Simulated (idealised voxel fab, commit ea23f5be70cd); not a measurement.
process module | voxel gate over fins
cross-section cut | 260 nm wide | cells 5 nm
A cross-section is a grid of square cells, given in bands from the top down. A band is one or more rows of cells.
Each band's line starts with the height of the band's top and of its bottom, in nm. Then come its materials from left to right, each with its width in nm. One material with "throughout" fills the band from edge to edge. "air" is empty space.
Height 0 is the level under which the wafer as received is all one material. The lowest band goes on downwards, as in "0 down".
A width such as "30 to 40" changes by the same amount from each row of cells to the next, from the band's top row to its bottom row.
"no change" after a step means that no cell of the cross-section changed.
closed voids: empty space of 8 cells or more with no open way to the top, each as width x height at its distance from the left edge, in nm
after a step's settings: what the simulator itself notes on the step
overlay nm, on a step with a mask: how far to the right of its planned place the mask lay; to the left if negative
plan
1 op RECEIVE | material Si
2 op CONFORMAL_DEP | material SiN | thk nm 5
3 op MASKED_ETCH | tone cover | mask id FINS | width nm 15 | pitch nm 35 | etch materials SiN | depth nm 5 | overlay nm 0
4 op MASKED_ETCH | tone cover | mask id FINS | width nm 15 | pitch nm 35 | etch materials Si | depth nm 35 | overlay nm 0
5 op OXIDIZE | depth nm 5
6 op FILL_DEP | material SiO2 | thk nm 15
7 op CMP | height nm 5
8 op SELECTIVE_ETCH | etch materials SiO2 | depth nm 20
9 op STRIP | etch materials SiN
10 op CONFORMAL_DEP | material HfO2 | thk nm 5
11 op CONFORMAL_DEP | material TiN | thk nm 5
12 op CONFORMAL_DEP | material TiAl | thk nm 5
13 op CONFORMAL_DEP | material TiN | thk nm 5
14 op FILL_DEP | material W | thk nm 15
15 op CMP | height nm 30
16 op CONFORMAL_DEP | material SiN | thk nm 10
as received, after step 1
  0 down: Si throughout
  closed voids: none
first wafer at the end, as planned
  40 to 30: SiN throughout
  30 to 20: W throughout
  20 to 15: W 90 | TiN 80 | W 90
  15 to 10: W 90 | TiN 5 | TiAl 70 | TiN 5 | W 90
  10 to 5: W 90 | TiN 5 | TiAl 5 | TiN 25 | TiAl 10 | TiN 25 | TiAl 5 | TiN 5 | W 90
  5 to 0: TiN 95 | TiAl 5 | TiN 5 | HfO2 15 | TiN 5 | TiAl 10 | TiN 5 | HfO2 15 | TiN 5 | TiAl 5 | TiN 95
  0 to -5: TiAl 100 | TiN 5 | HfO2 5 | Si 5 | HfO2 5 | TiN 5 | TiAl 10 | TiN 5 | HfO2 5 | Si 5 | HfO2 5 | TiN 5 | TiAl 100
  -5 to -10: TiN 105 | HfO2 5 | Si 5 | HfO2 5 | TiN 20 | HfO2 5 | Si 5 | HfO2 5 | TiN 105
  -10 to -15: HfO2 110 | Si 5 | HfO2 30 | Si 5 | HfO2 110
  -15 to -40: SiO2 110 | Si 5 | SiO2 30 | Si 5 | SiO2 110
  -40 down: Si throughout
  closed voids: none
second wafer at the end: like start, like plan, one mistake
  40 to 30: SiN throughout
  30 to 20: W throughout
  20 to 15: W 90 | TiN 85 | W 85
  15 to 10: W 90 | TiN 5 | TiAl 75 | TiN 5 | W 85
  10 to 5: W 90 | TiN 5 | TiAl 5 | TiN 30 | TiAl 5 | TiN 30 | TiAl 5 | TiN 5 | W 85
  5 to 0: TiN 95 | TiAl 5 | TiN 5 | HfO2 20 | TiN 5 | TiAl 5 | TiN 5 | HfO2 20 | TiN 5 | TiAl 5 | TiN 90
  0 to -5: TiAl 100 | TiN 5 | HfO2 5 | Si 10 | HfO2 5 | TiN 5 | TiAl 5 | TiN 5 | HfO2 5 | Si 10 | HfO2 5 | TiN 5 | TiAl 95
  -5 to -10: TiN 105 | HfO2 5 | Si 10 | HfO2 5 | TiN 15 | HfO2 5 | Si 10 | HfO2 5 | TiN 100
  -10 to -15: HfO2 110 | Si 10 | HfO2 25 | Si 10 | HfO2 105
  -15 to -40: SiO2 110 | Si 10 | SiO2 25 | Si 10 | SiO2 105
  -40 down: Si throughout
  closed voids: none
what went wrong: step 3 ran as: op MASKED_ETCH | tone cover | mask id FINS | width nm 20 | pitch nm 35 | etch materials SiN | depth nm 5 | overlay nm 0
at the end the second wafer has, in cells: 16 more of Si | 10 fewer of SiO2 | 3 fewer of TiAl | 3 fewer of W
